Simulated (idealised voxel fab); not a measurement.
The process module that follows is named voxel double patterning.
FYI the section here is cut, 250 nm wide, cells are 5 nm squares.
For the purposes of this document, a cross-section shall be understood as a grid of square cells, specified as bands listed in top-to-bottom order, each band consisting of one or more rows of cells. Read a band's entry like this: the first values are the height of its top and the height of its bottom in nm, and what follows is the sequence of materials from left to right, each with its width in nm. Note that "blank" is empty space, and that a single material marked "edge to edge" reaches across the band from edge to edge. Ref level 0: as-received wafer is one material below here. Bottom band extends down with no lower bound ("0..down"). Read "30 to 40" as a graded width: first number on top, second number at the bottom, same change between each pair of neighbouring rows. When a step is marked "nothing got changed", none of the cells in the cross-section changed during that step. Empty spaces counting at least 8 cells and having no open way to the top are listed in "Sealed void list". The notation width x height at distance is used for each, the distance being from the left edge and all three values in nm. Anything after a step's settings on that line? It's the simulator's own note about the step. overlay nm: for a step with a mask, the amount by which the mask lay right of where it was planned; a negative amount means left of it.

**Steps in the process plan**
1 RECEIVE [material Si]
2 CONFORMAL_DEP [material SiO2] [thk nm 5]
3 DIRECTIONAL_DEP [material polySi] [thk nm 10]
4 DIRECTIONAL_DEP [material SiCN] [thk nm 10]
5 DIRECTIONAL_DEP [material aC] [thk nm 10]
6 PATTERN [tone open] [mask id FIRST] [material resist] [width nm 15] [pitch nm 50] [thk nm 25] [overlay nm 0]
7 DIRECTIONAL_ETCH [etch materials aC] [depth nm 10]
8 STRIP [etch materials resist]
9 DIRECTIONAL_ETCH [etch materials SiCN] [depth nm 10]
10 STRIP [etch materials aC]
11 PATTERN [tone open] [mask id SECOND] [material resist] [width nm 15] [pitch nm 50] [thk nm 20] [overlay nm 0]
12 DIRECTIONAL_ETCH [etch materials SiCN] [depth nm 10]
13 STRIP [etch materials resist]
14 DIRECTIONAL_ETCH [etch materials polySi] [depth nm 10]
15 STRIP [etch materials SiCN]

**Cross-section: wafer on arrival = after step 1**
	0..down | Si edge to edge
	Sealed void list: none

**Here's the wafer cut in cross-section after the module, started and planned just like above, except one thing was done wrong in the run**
	15..5 | polySi 65 nm, then blank 15 nm, then polySi 5 nm, then blank 25 nm, then polySi 5 nm, then blank 15 nm, then polySi 5 nm, then blank 25 nm, then polySi 5 nm, then blank 15 nm, then polySi 70 nm
	5..0 | SiO2 edge to edge
	0..down | Si edge to edge
	Sealed void list: none
Heads up, the wafer didn't run the way we planned it: step 11 was run on a setting that differed from the plan, and what really ran there is PATTERN [tone open] [mask id SECOND] [material resist] [width nm 25] [pitch nm 50] [thk nm 20] [overlay nm 0]
